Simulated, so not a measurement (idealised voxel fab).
process module | voxel self aligned contacts
cross-section cut | 230 nm wide | cells 5 nm
A cross-section is a grid of square cells, given in bands from the top down. A band is one or more rows of cells.
Each band's line starts with the height of the band's top and of its bottom, in nm. Then come its materials from left to right, each with its width in nm. One material with "throughout" fills the band from edge to edge. "air" is empty space.
Height 0 is the level under which the wafer as received is all one material. The lowest band goes on downwards, as in "0 down".
A width such as "30 to 40" changes by the same amount from each row of cells to the next, from the band's top row to its bottom row.
"no change" after a step means that no cell of the cross-section changed.
closed voids: empty space of 8 cells or more with no open way to the top, each as width x height at its distance from the left edge, in nm
after a step's settings: what the simulator itself notes on the step
overlay nm, on a step with a mask: how far to the right of its planned place the mask lay; to the left if negative
plan
1 op RECEIVE | material Si
2 op CONFORMAL_DEP | material SiO2 | thk nm 5
3 op DIRECTIONAL_DEP | material polySi | thk nm 30
4 op DIRECTIONAL_DEP | material SiN | thk nm 20
5 op PATTERN | tone cover | mask id GATE | material resist | width nm 35 | pitch nm 60 | thk nm 15 | overlay nm 0
6 op DIRECTIONAL_ETCH | etch materials SiN | depth nm 20
7 op DIRECTIONAL_ETCH | etch materials polySi | depth nm 30
8 op STRIP | etch materials resist
9 op CONFORMAL_DEP | material SiN | thk nm 5
10 op DIRECTIONAL_ETCH | etch materials SiN | depth nm 5
11 op FILL_DEP | material SiO2 | thk nm 20
12 op CMP | height nm 65
13 op PATTERN | tone open | mask id CONTACT | material resist | width nm 35 | thk nm 15 | overlay nm 0
14 op DIRECTIONAL_ETCH | etch materials SiO2 | depth nm 65
15 op STRIP | etch materials resist
16 op CONFORMAL_DEP | material TiN | thk nm 5
17 op FILL_DEP | material Ru | thk nm 10
18 op CMP | height nm 65
19 op CONFORMAL_DEP | material SiCN | thk nm 5
as received, after step 1
  0 down: Si throughout
  closed voids: none
a wafer at the end: this start, this plan, one mistake
  70 to 65: SiCN throughout
  65 to 55: SiO2 95 | TiN 5 to 15 | Ru 25 to 5 | TiN 5 to 15 | SiO2 100
  55 to 35: SiO2 60 | SiN 45 | TiN 5 | Ru 5 | TiN 5 | SiN 45 | SiO2 65
  35 to 30: SiO2 105 | TiN 15 | SiO2 110
  30 to 0: polySi throughout
  0 down: Si throughout
  closed voids: none
what went wrong: steps 2 and 3 were swapped
